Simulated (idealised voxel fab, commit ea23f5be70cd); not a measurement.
Process module under the name voxel gate over fins
The width of the displayed cross-section, cut, is 235 nm; its cells are square, with a size of 5 nm.
Bands, listed from the top down, are how a cross-section gets written in this document; the cross-section itself is a grid of square cells, and a band is one or more rows of them. Top, bottom (nm), then materials left to right with widths (nm); lone material tagged "full width" fills the whole band edge to edge; "blank" = empty space. Height is counted from the level 0, under which the received wafer is composed throughout of one material. The lowest of the bands is not closed at the bottom but continues downward, in the notation "0..down". When a width is written as two numbers, as in "30->40", the first number is the width in the top row of cells of the band and the second is the width in its bottom row, and the width changes by the same amount from each row to the next. "nothing altered", as given for a step, is the statement that not any cell of the cross-section underwent a change during that step. Heads up: "Enclosed cavities" only lists the empty pockets with no open path to the top that are 8 cells or more, and it writes them as width x height at distance, distance from the left edge, in nm. Formally, on a step line, whatever follows the settings is a remark that the simulator itself makes on the step. overlay nm: where the mask lay relative to plan, measured to the right, on steps with a mask; negatives go left.
# Below is the list of planned process steps
| 1 | RECEIVE [material Si] |
| 2 | CONFORMAL_DEP [material SiN] [thk nm 10] |
| 3 | DIRECTIONAL_DEP [material aC] [thk nm 10] |
| 4 | PATTERN [tone cover] [mask id FINS] [material resist] [width nm 15] [pitch nm 50] [thk nm 25] [overlay nm 0] |
| 5 | DIRECTIONAL_ETCH [etch materials aC] [depth nm 10] |
| 6 | STRIP [etch materials resist] |
| 7 | DIRECTIONAL_ETCH [etch materials SiN] [depth nm 10] |
| 8 | DIRECTIONAL_ETCH [etch materials Si] [depth nm 35] |
| 9 | STRIP [etch materials aC] |
| 10 | OXIDIZE [depth nm 5] |
| 11 | FILL_DEP [material SiO2] [thk nm 10] |
| 12 | CMP [height nm 10] |
| 13 | DIRECTIONAL_DEP [material aC] [thk nm 10] |
| 14 | PATTERN [tone open] [mask id RAIL] [material resist] [width nm 15] [thk nm 30] [overlay nm 0] |
| 15 | DIRECTIONAL_ETCH [etch materials aC] [depth nm 10] |
| 16 | STRIP [etch materials resist] |
| 17 | DIRECTIONAL_ETCH [etch materials SiO2] [depth nm 40] |
| 18 | STRIP [etch materials aC] |
| 19 | CONFORMAL_DEP [material TiN] [thk nm 5] |
| 20 | FILL_DEP [material Ru] [thk nm 5] |
| 21 | CMP [height nm 10] |
| 22 | SELECTIVE_ETCH [etch materials W Ru TiN] [depth nm 35] |
| 23 | FILL_DEP [material SiO2] [thk nm 5] |
| 24 | CMP [height nm 10] |
| 25 | SELECTIVE_ETCH [etch materials SiO2] [depth nm 25] |
| 26 | STRIP [etch materials SiN] |
| 27 | CONFORMAL_DEP [material HfO2] [thk nm 5] |
| 28 | CONFORMAL_DEP [material TiN] [thk nm 5] |
| 29 | CONFORMAL_DEP [material TiAl] [thk nm 5] |
| 30 | CONFORMAL_DEP [material TiN] [thk nm 5] |
| 31 | FILL_DEP [material W] [thk nm 10] |
| 32 | CMP [height nm 25] |
| 33 | CONFORMAL_DEP [material SiN] [thk nm 10] |
# First of two wafers, processed according to plan
# As-received state of the wafer in cross-section, equivalent to post-step 1
* 0..down  Si full width
* Enclosed cavities: none
# Wafer after step 2 (cross-section)
* 10..0  SiN full width
* Anything lower than 0 is untouched.
# Wafer after step 3 (cross-section)
* 20..10  aC full width
* Anything lower than 10 is untouched.
# Wafer after step 4 (cross-section)
* 45..20  blank (35), then resist (15), then blank (35), then resist (15), then blank (35), then resist (15), then blank (35), then resist (15), then blank (35)
* Anything lower than 20 is untouched.
# Wafer after step 5 (cross-section)
* 35..20  blank (35), then resist (15), then blank (35), then resist (15), then blank (35), then resist (15), then blank (35), then resist (15), then blank (35)
* 20..10  blank (35), then aC (15), then blank (35), then aC (15), then blank (35), then aC (15), then blank (35), then aC (15), then blank (35)
* Anything lower than 10 is untouched.
# Wafer after step 6 (cross-section)
* 20..10  blank (35), then aC (15), then blank (35), then aC (15), then blank (35), then aC (15), then blank (35), then aC (15), then blank (35)
* Anything lower than 10 is untouched.
# Wafer after step 7 (cross-section)
* 20..10  blank (35), then aC (15), then blank (35), then aC (15), then blank (35), then aC (15), then blank (35), then aC (15), then blank (35)
* 10..0  blank (35), then SiN (15), then blank (35), then SiN (15), then blank (35), then SiN (15), then blank (35), then SiN (15), then blank (35)
* Anything lower than 0 is untouched.
# Wafer after step 8 (cross-section)
* 20..10  blank (35), then aC (15), then blank (35), then aC (15), then blank (35), then aC (15), then blank (35), then aC (15), then blank (35)
* 10..0  blank (35), then SiN (15), then blank (35), then SiN (15), then blank (35), then SiN (15), then blank (35), then SiN (15), then blank (35)
* 0..-35  blank (35), then Si (15), then blank (35), then Si (15), then blank (35), then Si (15), then blank (35), then Si (15), then blank (35)
* Anything lower than -35 is untouched.
# Wafer after step 9 (cross-section)
* 10..0  blank (35), then SiN (15), then blank (35), then SiN (15), then blank (35), then SiN (15), then blank (35), then SiN (15), then blank (35)
* Anything lower than 0 is untouched.
# Wafer after step 10 (cross-section)
* 10..0  blank (35), then SiN (15), then blank (35), then SiN (15), then blank (35), then SiN (15), then blank (35), then SiN (15), then blank (35)
* 0..-35  blank (35), then SiO2 (5), then Si (5), then SiO2 (5), then blank (35), then SiO2 (5), then Si (5), then SiO2 (5), then blank (35), then SiO2 (5), then Si (5), then SiO2 (5), then blank (35), then SiO2 (5), then Si (5), then SiO2 (5), then blank (35)
* -35..-40  SiO2 (40), then Si (5), then SiO2 (45), then Si (5), then SiO2 (45), then Si (5), then SiO2 (45), then Si (5), then SiO2 (40)
* Anything lower than -40 is untouched.
# Wafer after step 11 (cross-section)
* 20..10  SiO2 full width
* 10..0  SiO2 (35), then SiN (15), then SiO2 (35), then SiN (15), then SiO2 (35), then SiN (15), then SiO2 (35), then SiN (15), then SiO2 (35)
* 0..-40  SiO2 (40), then Si (5), then SiO2 (45), then Si (5), then SiO2 (45), then Si (5), then SiO2 (45), then Si (5), then SiO2 (40)
* Anything lower than -40 is untouched.
# Wafer after step 12 (cross-section)
* 10..0  SiO2 (35), then SiN (15), then SiO2 (35), then SiN (15), then SiO2 (35), then SiN (15), then SiO2 (35), then SiN (15), then SiO2 (35)
* Anything lower than 0 is untouched.
# Wafer after step 13 (cross-section)
* 20..10  aC full width
* Anything lower than 10 is untouched.
# Wafer after step 14 (cross-section)
* 50..20  resist (60), then blank (15), then resist (160)
* Anything lower than 20 is untouched.
# Wafer after step 15 (cross-section)
* 40..20  resist (60), then blank (15), then resist (160)
* 20..10  aC (60), then blank (15), then aC (160)
* Anything lower than 10 is untouched.
# Wafer after step 16 (cross-section)
* 20..10  aC (60), then blank (15), then aC (160)
* Anything lower than 10 is untouched.
# Wafer after step 17 (cross-section)
* 20..10  aC (60), then blank (15), then aC (160)
* 10..0  SiO2 (35), then SiN (15), then SiO2 (10), then blank (15), then SiO2 (10), then SiN (15), then SiO2 (35), then SiN (15), then SiO2 (35), then SiN (15), then SiO2 (35)
* 0..-30  SiO2 (40), then Si (5), then SiO2 (15), then blank (15), then SiO2 (15), then Si (5), then SiO2 (45), then Si (5), then SiO2 (45), then Si (5), then SiO2 (40)
* Anything lower than -30 is untouched.
# Wafer after step 18 (cross-section)
* 10..0  SiO2 (35), then SiN (15), then SiO2 (10), then blank (15), then SiO2 (10), then SiN (15), then SiO2 (35), then SiN (15), then SiO2 (35), then SiN (15), then SiO2 (35)
* Anything lower than 0 is untouched.
# Wafer after step 19 (cross-section)
* 15..10  TiN (65), then blank (5), then TiN (165)
* 10..0  SiO2 (35), then SiN (15), then SiO2 (10), then TiN (5), then blank (5), then TiN (5), then SiO2 (10), then SiN (15), then SiO2 (35), then SiN (15), then SiO2 (35), then SiN (15), then SiO2 (35)
* 0..-25  SiO2 (40), then Si (5), then SiO2 (15), then TiN (5), then blank (5), then TiN (5), then SiO2 (15), then Si (5), then SiO2 (45), then Si (5), then SiO2 (45), then Si (5), then SiO2 (40)
* -25..-30  SiO2 (40), then Si (5), then SiO2 (15), then TiN (15), then SiO2 (15), then Si (5), then SiO2 (45), then Si (5), then SiO2 (45), then Si (5), then SiO2 (40)
* Anything lower than -30 is untouched.
# Wafer after step 20 (cross-section)
* 20..15  Ru full width
* 15..10  TiN (65), then Ru (5), then TiN (165)
* 10..0  SiO2 (35), then SiN (15), then SiO2 (10), then TiN (5), then Ru (5), then TiN (5), then SiO2 (10), then SiN (15), then SiO2 (35), then SiN (15), then SiO2 (35), then SiN (15), then SiO2 (35)
* 0..-25  SiO2 (40), then Si (5), then SiO2 (15), then TiN (5), then Ru (5), then TiN (5), then SiO2 (15), then Si (5), then SiO2 (45), then Si (5), then SiO2 (45), then Si (5), then SiO2 (40)
* Anything lower than -25 is untouched.
# Wafer after step 21 (cross-section)
* 10..0  SiO2 (35), then SiN (15), then SiO2 (10), then TiN (5), then Ru (5), then TiN (5), then SiO2 (10), then SiN (15), then SiO2 (35), then SiN (15), then SiO2 (35), then SiN (15), then SiO2 (35)
* Anything lower than 0 is untouched.
# Wafer after step 22 (cross-section)
* 10..0  SiO2 (35), then SiN (15), then SiO2 (10), then blank (15), then SiO2 (10), then SiN (15), then SiO2 (35), then SiN (15), then SiO2 (35), then SiN (15), then SiO2 (35)
* 0..-25  SiO2 (40), then Si (5), then SiO2 (15), then blank (15), then SiO2 (15), then Si (5), then SiO2 (45), then Si (5), then SiO2 (45), then Si (5), then SiO2 (40)
* Anything lower than -25 is untouched.
# Wafer after step 23 (cross-section)
* 15..10  SiO2 full width
* 10..0  SiO2 (35), then SiN (15), then SiO2 (35), then SiN (15), then SiO2 (35), then SiN (15), then SiO2 (35), then SiN (15), then SiO2 (35)
* 0..-25  SiO2 (40), then Si (5), then SiO2 (45), then Si (5), then SiO2 (45), then Si (5), then SiO2 (45), then Si (5), then SiO2 (40)
* Anything lower than -25 is untouched.
# Wafer after step 24 (cross-section)
* 10..0  SiO2 (35), then SiN (15), then SiO2 (35), then SiN (15), then SiO2 (35), then SiN (15), then SiO2 (35), then SiN (15), then SiO2 (35)
* Anything lower than 0 is untouched.
# Wafer after step 25 (cross-section)
* 10..0  blank (35), then SiN (15), then blank (35), then SiN (15), then blank (35), then SiN (15), then blank (35), then SiN (15), then blank (35)
* 0..-15  blank (40), then Si (5), then blank (45), then Si (5), then blank (45), then Si (5), then blank (45), then Si (5), then blank (40)
* Anything lower than -15 is untouched.
# Wafer after step 26 (cross-section)
* 0..-15  blank (40), then Si (5), then blank (45), then Si (5), then blank (45), then Si (5), then blank (45), then Si (5), then blank (40)
* Anything lower than -15 is untouched.
# Wafer after step 27 (cross-section)
* 5..0  blank (35), then HfO2 (15), then blank (35), then HfO2 (15), then blank (35), then HfO2 (15), then blank (35), then HfO2 (15), then blank (35)
* 0..-10  blank (35), then HfO2 (5), then Si (5), then HfO2 (5), then blank (35), then HfO2 (5), then Si (5), then HfO2 (5), then blank (35), then HfO2 (5), then Si (5), then HfO2 (5), then blank (35), then HfO2 (5), then Si (5), then HfO2 (5), then blank (35)
* -10..-15  HfO2 (40), then Si (5), then HfO2 (45), then Si (5), then HfO2 (45), then Si (5), then HfO2 (45), then Si (5), then HfO2 (40)
* Anything lower than -15 is untouched.
# Wafer after step 28 (cross-section)
* 10..5  blank (30), then TiN (25), then blank (25), then TiN (25), then blank (25), then TiN (25), then blank (25), then TiN (25), then blank (30)
* 5..0  blank (30), then TiN (5), then HfO2 (15), then TiN (5), then blank (25), then TiN (5), then HfO2 (15), then TiN (5), then blank (25), then TiN (5), then HfO2 (15), then TiN (5), then blank (25), then TiN (5), then HfO2 (15), then TiN (5), then blank (30)
* 0..-5  blank (30), then TiN (5), then HfO2 (5), then Si (5), then HfO2 (5), then TiN (5), then blank (25), then TiN (5), then HfO2 (5), then Si (5), then HfO2 (5), then TiN (5), then blank (25), then TiN (5), then HfO2 (5), then Si (5), then HfO2 (5), then TiN (5), then blank (25), then TiN (5), then HfO2 (5), then Si (5), then HfO2 (5), then TiN (5), then blank (30)
* -5..-10  TiN (35), then HfO2 (5), then Si (5), then HfO2 (5), then TiN (35), then HfO2 (5), then Si (5), then HfO2 (5), then TiN (35), then HfO2 (5), then Si (5), then HfO2 (5), then TiN (35), then HfO2 (5), then Si (5), then HfO2 (5), then TiN (35)
* Anything lower than -10 is untouched.
# Wafer after step 29 (cross-section)
* 15..10  blank (25), then TiAl (35), then blank (15), then TiAl (35), then blank (15), then TiAl (35), then blank (15), then TiAl (35), then blank (25)
* 10..5  blank (25), then TiAl (5), then TiN (25), then TiAl (5), then blank (15), then TiAl (5), then TiN (25), then TiAl (5), then blank (15), then TiAl (5), then TiN (25), then TiAl (5), then blank (15), then TiAl (5), then TiN (25), then TiAl (5), then blank (25)
* 5..0  blank (25), then TiAl (5), then TiN (5), then HfO2 (15), then TiN (5), then TiAl (5), then blank (15), then TiAl (5), then TiN (5), then HfO2 (15), then TiN (5), then TiAl (5), then blank (15), then TiAl (5), then TiN (5), then HfO2 (15), then TiN (5), then TiAl (5), then blank (15), then TiAl (5), then TiN (5), then HfO2 (15), then TiN (5), then TiAl (5), then blank (25)
* 0..-5  TiAl (30), then TiN (5), then HfO2 (5), then Si (5), then HfO2 (5), then TiN (5), then TiAl (25), then TiN (5), then HfO2 (5), then Si (5), then HfO2 (5), then TiN (5), then TiAl (25), then TiN (5), then HfO2 (5), then Si (5), then HfO2 (5), then TiN (5), then TiAl (25), then TiN (5), then HfO2 (5), then Si (5), then HfO2 (5), then TiN (5), then TiAl (30)
* Anything lower than -5 is untouched.
# Wafer after step 30 (cross-section)
* 20..15  blank (20), then TiN (45), then blank (5), then TiN (45), then blank (5), then TiN (45), then blank (5), then TiN (45), then blank (20)
* 15..10  blank (20), then TiN (5), then TiAl (35), then TiN (5), then blank (5), then TiN (5), then TiAl (35), then TiN (5), then blank (5), then TiN (5), then TiAl (35), then TiN (5), then blank (5), then TiN (5), then TiAl (35), then TiN (5), then blank (20)
* 10..5  blank (20), then TiN (5), then TiAl (5), then TiN (25), then TiAl (5), then TiN (5), then blank (5), then TiN (5), then TiAl (5), then TiN (25), then TiAl (5), then TiN (5), then blank (5), then TiN (5), then TiAl (5), then TiN (25), then TiAl (5), then TiN (5), then blank (5), then TiN (5), then TiAl (5), then TiN (25), then TiAl (5), then TiN (5), then blank (20)
* 5..0  TiN (25), then TiAl (5), then TiN (5), then HfO2 (15), then TiN (5), then TiAl (5), then TiN (15), then TiAl (5), then TiN (5), then HfO2 (15), then TiN (5), then TiAl (5), then TiN (15), then TiAl (5), then TiN (5), then HfO2 (15), then TiN (5), then TiAl (5), then TiN (15), then TiAl (5), then TiN (5), then HfO2 (15), then TiN (5), then TiAl (5), then TiN (25)
* Anything lower than 0 is untouched.
# Wafer after step 31 (cross-section)
* 30..20  W full width
* 20..15  W (20), then TiN (45), then W (5), then TiN (45), then W (5), then TiN (45), then W (5), then TiN (45), then W (20)
* 15..10  W (20), then TiN (5), then TiAl (35), then TiN (5), then W (5), then TiN (5), then TiAl (35), then TiN (5), then W (5), then TiN (5), then TiAl (35), then TiN (5), then W (5), then TiN (5), then TiAl (35), then TiN (5), then W (20)
* 10..5  W (20), then TiN (5), then TiAl (5), then TiN (25), then TiAl (5), then TiN (5), then W (5), then TiN (5), then TiAl (5), then TiN (25), then TiAl (5), then TiN (5), then W (5), then TiN (5), then TiAl (5), then TiN (25), then TiAl (5), then TiN (5), then W (5), then TiN (5), then TiAl (5), then TiN (25), then TiAl (5), then TiN (5), then W (20)
* Anything lower than 5 is untouched.
# Wafer after step 32 (cross-section)
* 25..20  W full width
* Anything lower than 20 is untouched.
# Wafer after step 33 (cross-section)
* 35..25  SiN full width
* Anything lower than 25 is untouched.
# The second wafer: identical to the first at the outset and in its planned sequence, differing only in that one mistake was made during processing; up to and including step 13, its path is the first wafer's path
# Cross-section: second wafer, time at which step 14 was scheduled to end
* 50..20  resist (55), then blank (25), then resist (155)
* Anything lower than 20 is untouched.
# Cross-section: second wafer, time at which step 15 was scheduled to end
* 40..20  resist (55), then blank (25), then resist (155)
* 20..10  aC (55), then blank (25), then aC (155)
* Anything lower than 10 is untouched.
# Cross-section: second wafer, time at which step 16 was scheduled to end
* 20..10  aC (55), then blank (25), then aC (155)
* Anything lower than 10 is untouched.
# Cross-section: second wafer, time at which step 17 was scheduled to end
* 20..10  aC (55), then blank (25), then aC (155)
* 10..0  SiO2 (35), then SiN (15), then SiO2 (5), then blank (25), then SiO2 (5), then SiN (15), then SiO2 (35), then SiN (15), then SiO2 (35), then SiN (15), then SiO2 (35)
* 0..-30  SiO2 (40), then Si (5), then SiO2 (10), then blank (25), then SiO2 (10), then Si (5), then SiO2 (45), then Si (5), then SiO2 (45), then Si (5), then SiO2 (40)
* Anything lower than -30 is untouched.
# Cross-section: second wafer, time at which step 18 was scheduled to end
* 10..0  SiO2 (35), then SiN (15), then SiO2 (5), then blank (25), then SiO2 (5), then SiN (15), then SiO2 (35), then SiN (15), then SiO2 (35), then SiN (15), then SiO2 (35)
* Anything lower than 0 is untouched.
# Cross-section: second wafer, time at which step 19 was scheduled to end
* 15..10  TiN (60), then blank (15), then TiN (160)
* 10..0  SiO2 (35), then SiN (15), then SiO2 (5), then TiN (5), then blank (15), then TiN (5), then SiO2 (5), then SiN (15), then SiO2 (35), then SiN (15), then SiO2 (35), then SiN (15), then SiO2 (35)
* 0..-25  SiO2 (40), then Si (5), then SiO2 (10), then TiN (5), then blank (15), then TiN (5), then SiO2 (10), then Si (5), then SiO2 (45), then Si (5), then SiO2 (45), then Si (5), then SiO2 (40)
* -25..-30  SiO2 (40), then Si (5), then SiO2 (10), then TiN (25), then SiO2 (10), then Si (5), then SiO2 (45), then Si (5), then SiO2 (45), then Si (5), then SiO2 (40)
* Anything lower than -30 is untouched.
# Cross-section: second wafer, time at which step 20 was scheduled to end
* 20..15  Ru full width
* 15..10  TiN (60), then Ru (15), then TiN (160)
* 10..0  SiO2 (35), then SiN (15), then SiO2 (5), then TiN (5), then Ru (15), then TiN (5), then SiO2 (5), then SiN (15), then SiO2 (35), then SiN (15), then SiO2 (35), then SiN (15), then SiO2 (35)
* 0..-25  SiO2 (40), then Si (5), then SiO2 (10), then TiN (5), then Ru (15), then TiN (5), then SiO2 (10), then Si (5), then SiO2 (45), then Si (5), then SiO2 (45), then Si (5), then SiO2 (40)
* Anything lower than -25 is untouched.
# Cross-section: second wafer, time at which step 21 was scheduled to end
* 10..0  SiO2 (35), then SiN (15), then SiO2 (5), then TiN (5), then Ru (15), then TiN (5), then SiO2 (5), then SiN (15), then SiO2 (35), then SiN (15), then SiO2 (35), then SiN (15), then SiO2 (35)
* Anything lower than 0 is untouched.
# Cross-section: second wafer, time at which step 22 was scheduled to end
* 10..0  SiO2 (35), then SiN (15), then SiO2 (5), then blank (25), then SiO2 (5), then SiN (15), then SiO2 (35), then SiN (15), then SiO2 (35), then SiN (15), then SiO2 (35)
* 0..-25  SiO2 (40), then Si (5), then SiO2 (10), then blank (25), then SiO2 (10), then Si (5), then SiO2 (45), then Si (5), then SiO2 (45), then Si (5), then SiO2 (40)
* Anything lower than -25 is untouched.
# Cross-section: second wafer, time at which step 23 was scheduled to end
* 15..10  SiO2 full width
* 10..0  SiO2 (35), then SiN (15), then SiO2 (35), then SiN (15), then SiO2 (35), then SiN (15), then SiO2 (35), then SiN (15), then SiO2 (35)
* 0..-25  SiO2 (40), then Si (5), then SiO2 (45), then Si (5), then SiO2 (45), then Si (5), then SiO2 (45), then Si (5), then SiO2 (40)
* Anything lower than -25 is untouched.
# Cross-section: second wafer, time at which step 24 was scheduled to end
* 10..0  SiO2 (35), then SiN (15), then SiO2 (35), then SiN (15), then SiO2 (35), then SiN (15), then SiO2 (35), then SiN (15), then SiO2 (35)
* Anything lower than 0 is untouched.
# Cross-section: second wafer, time at which step 25 was scheduled to end
* 10..0  blank (35), then SiN (15), then blank (35), then SiN (15), then blank (35), then SiN (15), then blank (35), then SiN (15), then blank (35)
* 0..-15  blank (40), then Si (5), then blank (45), then Si (5), then blank (45), then Si (5), then blank (45), then Si (5), then blank (40)
* Anything lower than -15 is untouched.
# Cross-section: second wafer, time at which step 26 was scheduled to end
* 0..-15  blank (40), then Si (5), then blank (45), then Si (5), then blank (45), then Si (5), then blank (45), then Si (5), then blank (40)
* Anything lower than -15 is untouched.
# Cross-section: second wafer, time at which step 27 was scheduled to end
* 5..0  blank (35), then HfO2 (15), then blank (35), then HfO2 (15), then blank (35), then HfO2 (15), then blank (35), then HfO2 (15), then blank (35)
* 0..-10  blank (35), then HfO2 (5), then Si (5), then HfO2 (5), then blank (35), then HfO2 (5), then Si (5), then HfO2 (5), then blank (35), then HfO2 (5), then Si (5), then HfO2 (5), then blank (35), then HfO2 (5), then Si (5), then HfO2 (5), then blank (35)
* -10..-15  HfO2 (40), then Si (5), then HfO2 (45), then Si (5), then HfO2 (45), then Si (5), then HfO2 (45), then Si (5), then HfO2 (40)
* Anything lower than -15 is untouched.
# Cross-section: second wafer, time at which step 28 was scheduled to end
* 10..5  blank (30), then TiN (25), then blank (25), then TiN (25), then blank (25), then TiN (25), then blank (25), then TiN (25), then blank (30)
* 5..0  blank (30), then TiN (5), then HfO2 (15), then TiN (5), then blank (25), then TiN (5), then HfO2 (15), then TiN (5), then blank (25), then TiN (5), then HfO2 (15), then TiN (5), then blank (25), then TiN (5), then HfO2 (15), then TiN (5), then blank (30)
* 0..-5  blank (30), then TiN (5), then HfO2 (5), then Si (5), then HfO2 (5), then TiN (5), then blank (25), then TiN (5), then HfO2 (5), then Si (5), then HfO2 (5), then TiN (5), then blank (25), then TiN (5), then HfO2 (5), then Si (5), then HfO2 (5), then TiN (5), then blank (25), then TiN (5), then HfO2 (5), then Si (5), then HfO2 (5), then TiN (5), then blank (30)
* -5..-10  TiN (35), then HfO2 (5), then Si (5), then HfO2 (5), then TiN (35), then HfO2 (5), then Si (5), then HfO2 (5), then TiN (35), then HfO2 (5), then Si (5), then HfO2 (5), then TiN (35), then HfO2 (5), then Si (5), then HfO2 (5), then TiN (35)
* Anything lower than -10 is untouched.
# Cross-section: second wafer, time at which step 29 was scheduled to end
* 15..10  blank (25), then TiAl (35), then blank (15), then TiAl (35), then blank (15), then TiAl (35), then blank (15), then TiAl (35), then blank (25)
* 10..5  blank (25), then TiAl (5), then TiN (25), then TiAl (5), then blank (15), then TiAl (5), then TiN (25), then TiAl (5), then blank (15), then TiAl (5), then TiN (25), then TiAl (5), then blank (15), then TiAl (5), then TiN (25), then TiAl (5), then blank (25)
* 5..0  blank (25), then TiAl (5), then TiN (5), then HfO2 (15), then TiN (5), then TiAl (5), then blank (15), then TiAl (5), then TiN (5), then HfO2 (15), then TiN (5), then TiAl (5), then blank (15), then TiAl (5), then TiN (5), then HfO2 (15), then TiN (5), then TiAl (5), then blank (15), then TiAl (5), then TiN (5), then HfO2 (15), then TiN (5), then TiAl (5), then blank (25)
* 0..-5  TiAl (30), then TiN (5), then HfO2 (5), then Si (5), then HfO2 (5), then TiN (5), then TiAl (25), then TiN (5), then HfO2 (5), then Si (5), then HfO2 (5), then TiN (5), then TiAl (25), then TiN (5), then HfO2 (5), then Si (5), then HfO2 (5), then TiN (5), then TiAl (25), then TiN (5), then HfO2 (5), then Si (5), then HfO2 (5), then TiN (5), then TiAl (30)
* Anything lower than -5 is untouched.
# Cross-section: second wafer, time at which step 30 was scheduled to end
* 20..15  blank (20), then TiN (45), then blank (5), then TiN (45), then blank (5), then TiN (45), then blank (5), then TiN (45), then blank (20)
* 15..10  blank (20), then TiN (5), then TiAl (35), then TiN (5), then blank (5), then TiN (5), then TiAl (35), then TiN (5), then blank (5), then TiN (5), then TiAl (35), then TiN (5), then blank (5), then TiN (5), then TiAl (35), then TiN (5), then blank (20)
* 10..5  blank (20), then TiN (5), then TiAl (5), then TiN (25), then TiAl (5), then TiN (5), then blank (5), then TiN (5), then TiAl (5), then TiN (25), then TiAl (5), then TiN (5), then blank (5), then TiN (5), then TiAl (5), then TiN (25), then TiAl (5), then TiN (5), then blank (5), then TiN (5), then TiAl (5), then TiN (25), then TiAl (5), then TiN (5), then blank (20)
* 5..0  TiN (25), then TiAl (5), then TiN (5), then HfO2 (15), then TiN (5), then TiAl (5), then TiN (15), then TiAl (5), then TiN (5), then HfO2 (15), then TiN (5), then TiAl (5), then TiN (15), then TiAl (5), then TiN (5), then HfO2 (15), then TiN (5), then TiAl (5), then TiN (15), then TiAl (5), then TiN (5), then HfO2 (15), then TiN (5), then TiAl (5), then TiN (25)
* Anything lower than 0 is untouched.
# Cross-section: second wafer, time at which step 31 was scheduled to end
* 30..20  W full width
* 20..15  W (20), then TiN (45), then W (5), then TiN (45), then W (5), then TiN (45), then W (5), then TiN (45), then W (20)
* 15..10  W (20), then TiN (5), then TiAl (35), then TiN (5), then W (5), then TiN (5), then TiAl (35), then TiN (5), then W (5), then TiN (5), then TiAl (35), then TiN (5), then W (5), then TiN (5), then TiAl (35), then TiN (5), then W (20)
* 10..5  W (20), then TiN (5), then TiAl (5), then TiN (25), then TiAl (5), then TiN (5), then W (5), then TiN (5), then TiAl (5), then TiN (25), then TiAl (5), then TiN (5), then W (5), then TiN (5), then TiAl (5), then TiN (25), then TiAl (5), then TiN (5), then W (5), then TiN (5), then TiAl (5), then TiN (25), then TiAl (5), then TiN (5), then W (20)
* Anything lower than 5 is untouched.
# Cross-section: second wafer, time at which step 32 was scheduled to end
* 25..20  W full width
* Anything lower than 20 is untouched.
# Cross-section: second wafer, time at which step 33 was scheduled to end
* 35..25  SiN full width
* Anything lower than 25 is untouched.
Against the plan, the run slipped here: step 14 changed vs plan, executed as PATTERN [tone open] [mask id RAIL] [material resist] [width nm 25] [thk nm 30] [overlay nm 0]
Cell-count delta at end, second wafer over first, by material: 2 fewer of SiO2 | 2 more of TiN
